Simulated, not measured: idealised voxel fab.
Herein follows the process module entitled voxel self aligned contacts.
Section shown: cut. Width: 300 nm. Cell size: 5 nm, square.
Cross-section layout: square cells on a grid; listed as bands, top to bottom; a band spans one or more cell rows. For a band, the entry starts with two heights in nm, that of the top and then that of the bottom, and carries on with the band's materials in order from left to right, each alongside its width in nm; the word "throughout" beside a single material means it fills the band edge to edge, and "air" means empty space. Heights are expressed relative to 0, this being the level below which the as-received wafer comprises one material exclusively. The lowest band is unbounded in the downward direction and is denoted as in "0 -> down". Per-row width for "30->40": begins at first number (top row of band), ends at second number (bottom row), increment between rows held constant. A step reported as "nothing was modified" is a step in which no cell of the cross-section changed. Fully sealed cavities: empty space of 8 cells or more with no open way to the top, each as width x height at its distance from the left edge, in nm. Post-settings text on a step line: simulator's own remark regarding the step. overlay nm: mask offset rightward from planned place, masked step; negative means leftward offset.
## The process steps that were planned are listed below
1. RECEIVE, material Si
2. OXIDIZE, depth nm 5
3. DIRECTIONAL_DEP, material polySi, thk nm 25
4. DIRECTIONAL_DEP, material SiN, thk nm 25
5. DIRECTIONAL_DEP, material aC, thk nm 10
6. PATTERN, tone cover, mask id GATE, material resist, width nm 35, pitch nm 80, thk nm 25, overlay nm 0
7. DIRECTIONAL_ETCH, etch materials aC, depth nm 10
8. STRIP, etch materials resist
9. DIRECTIONAL_ETCH, etch materials SiN, depth nm 25
10. DIRECTIONAL_ETCH, etch materials polySi, depth nm 25
11. STRIP, etch materials aC
12. CONFORMAL_DEP, material SiN, thk nm 10
13. DIRECTIONAL_ETCH, etch materials SiN, depth nm 10
14. FILL_DEP, material SiO2, thk nm 15
15. CMP, height nm 60
16. DIRECTIONAL_DEP, material aC, thk nm 10
17. PATTERN, tone open, mask id CONTACT, material resist, width nm 65, pitch nm 80, thk nm 25, overlay nm 0
18. DIRECTIONAL_ETCH, etch materials aC, depth nm 10
19. STRIP, etch materials resist
20. DIRECTIONAL_ETCH, etch materials SiO2, depth nm 65
21. STRIP, etch materials aC
22. CONFORMAL_DEP, material TiN, thk nm 5
23. FILL_DEP, material Ru, thk nm 10
24. CMP, height nm 60
25. CONFORMAL_DEP, material SiN, thk nm 5
## First of the two wafers, run per plan
## So this is the incoming wafer in cross-section - it's already been through step 1
    0 -> down  Si throughout
    Fully sealed cavities: none
## You're looking at a cross-section of the wafer after step 2
    0 -> -5  SiO2 throughout
    below -5: unchanged
## You're looking at a cross-section of the wafer after step 3
    25 -> 0  polySi throughout
    below 0: unchanged
## You're looking at a cross-section of the wafer after step 4
    50 -> 25  SiN throughout
    below 25: unchanged
## You're looking at a cross-section of the wafer after step 5
    60 -> 50  aC throughout
    below 50: unchanged
## You're looking at a cross-section of the wafer after step 6
    85 -> 60  air (50), then resist (35), then air (45), then resist (35), then air (45), then resist (35), then air (55)
    below 60: unchanged
## You're looking at a cross-section of the wafer after step 7
    75 -> 60  air (50), then resist (35), then air (45), then resist (35), then air (45), then resist (35), then air (55)
    60 -> 50  air (50), then aC (35), then air (45), then aC (35), then air (45), then aC (35), then air (55)
    below 50: unchanged
## You're looking at a cross-section of the wafer after step 8
    60 -> 50  air (50), then aC (35), then air (45), then aC (35), then air (45), then aC (35), then air (55)
    below 50: unchanged
## You're looking at a cross-section of the wafer after step 9
    60 -> 50  air (50), then aC (35), then air (45), then aC (35), then air (45), then aC (35), then air (55)
    50 -> 25  air (50), then SiN (35), then air (45), then SiN (35), then air (45), then SiN (35), then air (55)
    below 25: unchanged
## You're looking at a cross-section of the wafer after step 10
    60 -> 50  air (50), then aC (35), then air (45), then aC (35), then air (45), then aC (35), then air (55)
    50 -> 25  air (50), then SiN (35), then air (45), then SiN (35), then air (45), then SiN (35), then air (55)
    25 -> 0  air (50), then polySi (35), then air (45), then polySi (35), then air (45), then polySi (35), then air (55)
    below 0: unchanged
## You're looking at a cross-section of the wafer after step 11
    50 -> 25  air (50), then SiN (35), then air (45), then SiN (35), then air (45), then SiN (35), then air (55)
    below 25: unchanged
## You're looking at a cross-section of the wafer after step 12
    60 -> 25  air (40), then SiN (55), then air (25), then SiN (55), then air (25), then SiN (55), then air (45)
    25 -> 10  air (40), then SiN (10), then polySi (35), then SiN (10), then air (25), then SiN (10), then polySi (35), then SiN (10), then air (25), then SiN (10), then polySi (35), then SiN (10), then air (45)
    10 -> 0  SiN (50), then polySi (35), then SiN (45), then polySi (35), then SiN (45), then polySi (35), then SiN (55)
    below 0: unchanged
## You're looking at a cross-section of the wafer after step 13
    50 -> 25  air (40), then SiN (55), then air (25), then SiN (55), then air (25), then SiN (55), then air (45)
    25 -> 0  air (40), then SiN (10), then polySi (35), then SiN (10), then air (25), then SiN (10), then polySi (35), then SiN (10), then air (25), then SiN (10), then polySi (35), then SiN (10), then air (45)
    below 0: unchanged
## You're looking at a cross-section of the wafer after step 14
    65 -> 50  SiO2 throughout
    50 -> 25  SiO2 (40), then SiN (55), then SiO2 (25), then SiN (55), then SiO2 (25), then SiN (55), then SiO2 (45)
    25 -> 0  SiO2 (40), then SiN (10), then polySi (35), then SiN (10), then SiO2 (25), then SiN (10), then polySi (35), then SiN (10), then SiO2 (25), then SiN (10), then polySi (35), then SiN (10), then SiO2 (45)
    below 0: unchanged
## You're looking at a cross-section of the wafer after step 15
    60 -> 50  SiO2 throughout
    below 50: unchanged
## You're looking at a cross-section of the wafer after step 16
    70 -> 60  aC throughout
    below 60: unchanged
## You're looking at a cross-section of the wafer after step 17
    95 -> 70  resist (75), then air (65), then resist (15), then air (65), then resist (80)
    below 70: unchanged
## You're looking at a cross-section of the wafer after step 18
    85 -> 70  resist (75), then air (65), then resist (15), then air (65), then resist (80)
    70 -> 60  aC (75), then air (65), then aC (15), then air (65), then aC (80)
    below 60: unchanged
## You're looking at a cross-section of the wafer after step 19
    70 -> 60  aC (75), then air (65), then aC (15), then air (65), then aC (80)
    below 60: unchanged
## You're looking at a cross-section of the wafer after step 20
    70 -> 60  aC (75), then air (65), then aC (15), then air (65), then aC (80)
    60 -> 50  SiO2 (75), then air (65), then SiO2 (15), then air (65), then SiO2 (80)
    50 -> 25  SiO2 (40), then SiN (55), then air (25), then SiN (55), then air (25), then SiN (55), then SiO2 (45)
    25 -> 0  SiO2 (40), then SiN (10), then polySi (35), then SiN (10), then air (25), then SiN (10), then polySi (35), then SiN (10), then air (25), then SiN (10), then polySi (35), then SiN (10), then SiO2 (45)
    0 -> -5  SiO2 (95), then air (25), then SiO2 (55), then air (25), then SiO2 (100)
    below -5: unchanged
## You're looking at a cross-section of the wafer after step 21
    60 -> 50  SiO2 (75), then air (65), then SiO2 (15), then air (65), then SiO2 (80)
    below 50: unchanged
## You're looking at a cross-section of the wafer after step 22
    65 -> 60  TiN (80), then air (55), then TiN (25), then air (55), then TiN (85)
    60 -> 50  SiO2 (75), then TiN (5->25), then air (55->15), then TiN (5->25), then SiO2 (15), then TiN (5->25), then air (55->15), then TiN (5->25), then SiO2 (80)
    50 -> 25  SiO2 (40), then SiN (55), then TiN (5), then air (15), then TiN (5), then SiN (55), then TiN (5), then air (15), then TiN (5), then SiN (55), then SiO2 (45)
    25 -> 0  SiO2 (40), then SiN (10), then polySi (35), then SiN (10), then TiN (5), then air (15), then TiN (5), then SiN (10), then polySi (35), then SiN (10), then TiN (5), then air (15), then TiN (5), then SiN (10), then polySi (35), then SiN (10), then SiO2 (45)
    0 -> -5  SiO2 (95), then TiN (25), then SiO2 (55), then TiN (25), then SiO2 (100)
    below -5: unchanged
## You're looking at a cross-section of the wafer after step 23
    75 -> 65  Ru throughout
    65 -> 60  TiN (80), then Ru (55), then TiN (25), then Ru (55), then TiN (85)
    60 -> 50  SiO2 (75), then TiN (5->25), then Ru (55->15), then TiN (5->25), then SiO2 (15), then TiN (5->25), then Ru (55->15), then TiN (5->25), then SiO2 (80)
    50 -> 25  SiO2 (40), then SiN (55), then TiN (5), then Ru (15), then TiN (5), then SiN (55), then TiN (5), then Ru (15), then TiN (5), then SiN (55), then SiO2 (45)
    25 -> 0  SiO2 (40), then SiN (10), then polySi (35), then SiN (10), then TiN (5), then Ru (15), then TiN (5), then SiN (10), then polySi (35), then SiN (10), then TiN (5), then Ru (15), then TiN (5), then SiN (10), then polySi (35), then SiN (10), then SiO2 (45)
    below 0: unchanged
## You're looking at a cross-section of the wafer after step 24
    60 -> 50  SiO2 (75), then TiN (5->25), then Ru (55->15), then TiN (5->25), then SiO2 (15), then TiN (5->25), then Ru (55->15), then TiN (5->25), then SiO2 (80)
    below 50: unchanged
## You're looking at a cross-section of the wafer after step 25
    65 -> 60  SiN throughout
    below 60: unchanged
## Second Wafer (Identical Start and Plan, One Processing Error; Matches First Wafer Through Step 5)
## Cross-sectional view of the second wafer at the intended end time of process step 6
    85 -> 60  air (60), then resist (35), then air (45), then resist (35), then air (45), then resist (35), then air (45)
    below 60: unchanged
## Cross-sectional view of the second wafer at the intended end time of process step 7
    75 -> 60  air (60), then resist (35), then air (45), then resist (35), then air (45), then resist (35), then air (45)
    60 -> 50  air (60), then aC (35), then air (45), then aC (35), then air (45), then aC (35), then air (45)
    below 50: unchanged
## Cross-sectional view of the second wafer at the intended end time of process step 8
    60 -> 50  air (60), then aC (35), then air (45), then aC (35), then air (45), then aC (35), then air (45)
    below 50: unchanged
## Cross-sectional view of the second wafer at the intended end time of process step 9
    60 -> 50  air (60), then aC (35), then air (45), then aC (35), then air (45), then aC (35), then air (45)
    50 -> 25  air (60), then SiN (35), then air (45), then SiN (35), then air (45), then SiN (35), then air (45)
    below 25: unchanged
## Cross-sectional view of the second wafer at the intended end time of process step 10
    60 -> 50  air (60), then aC (35), then air (45), then aC (35), then air (45), then aC (35), then air (45)
    50 -> 25  air (60), then SiN (35), then air (45), then SiN (35), then air (45), then SiN (35), then air (45)
    25 -> 0  air (60), then polySi (35), then air (45), then polySi (35), then air (45), then polySi (35), then air (45)
    below 0: unchanged
## Cross-sectional view of the second wafer at the intended end time of process step 11
    50 -> 25  air (60), then SiN (35), then air (45), then SiN (35), then air (45), then SiN (35), then air (45)
    below 25: unchanged
## Cross-sectional view of the second wafer at the intended end time of process step 12
    60 -> 25  air (50), then SiN (55), then air (25), then SiN (55), then air (25), then SiN (55), then air (35)
    25 -> 10  air (50), then SiN (10), then polySi (35), then SiN (10), then air (25), then SiN (10), then polySi (35), then SiN (10), then air (25), then SiN (10), then polySi (35), then SiN (10), then air (35)
    10 -> 0  SiN (60), then polySi (35), then SiN (45), then polySi (35), then SiN (45), then polySi (35), then SiN (45)
    below 0: unchanged
## Cross-sectional view of the second wafer at the intended end time of process step 13
    50 -> 25  air (50), then SiN (55), then air (25), then SiN (55), then air (25), then SiN (55), then air (35)
    25 -> 0  air (50), then SiN (10), then polySi (35), then SiN (10), then air (25), then SiN (10), then polySi (35), then SiN (10), then air (25), then SiN (10), then polySi (35), then SiN (10), then air (35)
    below 0: unchanged
## Cross-sectional view of the second wafer at the intended end time of process step 14
    65 -> 50  SiO2 throughout
    50 -> 25  SiO2 (50), then SiN (55), then SiO2 (25), then SiN (55), then SiO2 (25), then SiN (55), then SiO2 (35)
    25 -> 0  SiO2 (50), then SiN (10), then polySi (35), then SiN (10), then SiO2 (25), then SiN (10), then polySi (35), then SiN (10), then SiO2 (25), then SiN (10), then polySi (35), then SiN (10), then SiO2 (35)
    below 0: unchanged
## Cross-sectional view of the second wafer at the intended end time of process step 15
    60 -> 50  SiO2 throughout
    below 50: unchanged
## Cross-sectional view of the second wafer at the intended end time of process step 16
    70 -> 60  aC throughout
    below 60: unchanged
## Cross-sectional view of the second wafer at the intended end time of process step 17
    95 -> 70  resist (75), then air (65), then resist (15), then air (65), then resist (80)
    below 70: unchanged
## Cross-sectional view of the second wafer at the intended end time of process step 18
    85 -> 70  resist (75), then air (65), then resist (15), then air (65), then resist (80)
    70 -> 60  aC (75), then air (65), then aC (15), then air (65), then aC (80)
    below 60: unchanged
## Cross-sectional view of the second wafer at the intended end time of process step 19
    70 -> 60  aC (75), then air (65), then aC (15), then air (65), then aC (80)
    below 60: unchanged
## Cross-sectional view of the second wafer at the intended end time of process step 20
    70 -> 60  aC (75), then air (65), then aC (15), then air (65), then aC (80)
    60 -> 50  SiO2 (75), then air (65), then SiO2 (15), then air (65), then SiO2 (80)
    50 -> 25  SiO2 (50), then SiN (55), then air (25), then SiN (55), then air (25), then SiN (55), then SiO2 (35)
    25 -> 0  SiO2 (50), then SiN (10), then polySi (35), then SiN (10), then air (25), then SiN (10), then polySi (35), then SiN (10), then air (25), then SiN (10), then polySi (35), then SiN (10), then SiO2 (35)
    0 -> -5  SiO2 (105), then air (25), then SiO2 (55), then air (25), then SiO2 (90)
    below -5: unchanged
## Cross-sectional view of the second wafer at the intended end time of process step 21
    60 -> 50  SiO2 (75), then air (65), then SiO2 (15), then air (65), then SiO2 (80)
    below 50: unchanged
## Cross-sectional view of the second wafer at the intended end time of process step 22
    65 -> 60  TiN (80), then air (55), then TiN (25), then air (55), then TiN (85)
    60 -> 50  SiO2 (75), then TiN (5->35), then air (55->15), then TiN (5->15), then SiO2 (15), then TiN (5->35), then air (55->15), then TiN (5->15), then SiO2 (80)
    50 -> 25  SiO2 (50), then SiN (55), then TiN (5), then air (15), then TiN (5), then SiN (55), then TiN (5), then air (15), then TiN (5), then SiN (55), then SiO2 (35)
    25 -> 0  SiO2 (50), then SiN (10), then polySi (35), then SiN (10), then TiN (5), then air (15), then TiN (5), then SiN (10), then polySi (35), then SiN (10), then TiN (5), then air (15), then TiN (5), then SiN (10), then polySi (35), then SiN (10), then SiO2 (35)
    0 -> -5  SiO2 (105), then TiN (25), then SiO2 (55), then TiN (25), then SiO2 (90)
    below -5: unchanged
## Cross-sectional view of the second wafer at the intended end time of process step 23
    75 -> 65  Ru throughout
    65 -> 60  TiN (80), then Ru (55), then TiN (25), then Ru (55), then TiN (85)
    60 -> 50  SiO2 (75), then TiN (5->35), then Ru (55->15), then TiN (5->15), then SiO2 (15), then TiN (5->35), then Ru (55->15), then TiN (5->15), then SiO2 (80)
    50 -> 25  SiO2 (50), then SiN (55), then TiN (5), then Ru (15), then TiN (5), then SiN (55), then TiN (5), then Ru (15), then TiN (5), then SiN (55), then SiO2 (35)
    25 -> 0  SiO2 (50), then SiN (10), then polySi (35), then SiN (10), then TiN (5), then Ru (15), then TiN (5), then SiN (10), then polySi (35), then SiN (10), then TiN (5), then Ru (15), then TiN (5), then SiN (10), then polySi (35), then SiN (10), then SiO2 (35)
    below 0: unchanged
## Cross-sectional view of the second wafer at the intended end time of process step 24
    60 -> 50  SiO2 (75), then TiN (5->35), then Ru (55->15), then TiN (5->15), then SiO2 (15), then TiN (5->35), then Ru (55->15), then TiN (5->15), then SiO2 (80)
    below 50: unchanged
## Cross-sectional view of the second wafer at the intended end time of process step 25
    65 -> 60  SiN throughout
    below 60: unchanged
In executing the process, a mistake was made relative to the plan: step 6 ran with different settings than intended, the actual operation and settings being PATTERN, tone cover, mask id GATE, material resist, width nm 35, pitch nm 80, thk nm 25, overlay nm 10
If you tally the cells, the second wafer ends up with the same amount of every material as the first; it's all just sitting in different places.
